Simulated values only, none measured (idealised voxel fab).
process module | voxel self aligned contacts
cross-section cut | 225 nm wide | cells 5 nm
A cross-section is a grid of square cells, given in bands from the top down. A band is one or more rows of cells.
Each band's line starts with the height of the band's top and of its bottom, in nm. Then come its materials from left to right, each with its width in nm. One material with "throughout" fills the band from edge to edge. "air" is empty space.
Height 0 is the level under which the wafer as received is all one material. The lowest band goes on downwards, as in "0 down".
A width such as "30 to 40" changes by the same amount from each row of cells to the next, from the band's top row to its bottom row.
"no change" after a step means that no cell of the cross-section changed.
closed voids: empty space of 8 cells or more with no open way to the top, each as width x height at its distance from the left edge, in nm
after a step's settings: what the simulator itself notes on the step
overlay nm, on a step with a mask: how far to the right of its planned place the mask lay; to the left if negative
plan
1 op RECEIVE | material Si
2 op CONFORMAL_DEP | material SiO2 | thk nm 5
3 op DIRECTIONAL_DEP | material polySi | thk nm 20
4 op DIRECTIONAL_DEP | material SiN | thk nm 20
5 op PATTERN | tone cover | mask id GATE | material resist | width nm 35 | pitch nm 65 | thk nm 15 | overlay nm 0
6 op DIRECTIONAL_ETCH | etch materials SiN | depth nm 20
7 op DIRECTIONAL_ETCH | etch materials polySi | depth nm 20
8 op STRIP | etch materials resist
9 op CONFORMAL_DEP | material SiN | thk nm 5
10 op DIRECTIONAL_ETCH | etch materials SiN | depth nm 5
11 op FILL_DEP | material SiO2 | thk nm 15
12 op CMP | height nm 50
13 op PATTERN | tone open | mask id CONTACT | material resist | width nm 40 | thk nm 15 | overlay nm 0
14 op DIRECTIONAL_ETCH | etch materials SiO2 | depth nm 50
15 op STRIP | etch materials resist
16 op CONFORMAL_DEP | material TiN | thk nm 5
17 op FILL_DEP | material Ru | thk nm 10
18 op CMP | height nm 50
19 op CONFORMAL_DEP | material SiCN | thk nm 5
as received, after step 1
  0 down: Si throughout
  closed voids: none
first wafer at the end, as planned
  55 to 50: SiCN throughout
  50 to 45: SiO2 90 | TiN 15 | Ru 10 | TiN 15 | SiO2 95
  45 to 25: SiO2 55 | SiN 45 | TiN 5 | Ru 10 | TiN 5 | SiN 45 | SiO2 60
  25 to 5: SiO2 55 | SiN 5 | polySi 35 | SiN 5 | TiN 5 | Ru 10 | TiN 5 | SiN 5 | polySi 35 | SiN 5 | SiO2 60
  5 to 0: SiO2 100 | TiN 20 | SiO2 105
  0 down: Si throughout
  closed voids: none
second wafer at the end: like start, like plan, one mistake
  70 to 65: SiCN throughout
  65 to 55: Ru throughout
  55 to 50: TiN 95 | Ru 30 | TiN 100
  50 to 45: SiO2 90 | TiN 15 | Ru 10 | TiN 15 | SiO2 95
  45 to 25: SiO2 55 | SiN 45 | TiN 5 | Ru 10 | TiN 5 | SiN 45 | SiO2 60
  25 to 5: SiO2 55 | SiN 5 | polySi 35 | SiN 5 | TiN 5 | Ru 10 | TiN 5 | SiN 5 | polySi 35 | SiN 5 | SiO2 60
  5 to 0: SiO2 100 | TiN 20 | SiO2 105
  0 down: Si throughout
  closed voids: none
what went wrong: step 18 was left out
at the end the second wafer has, in cells: 96 more of Ru | 39 more of TiN
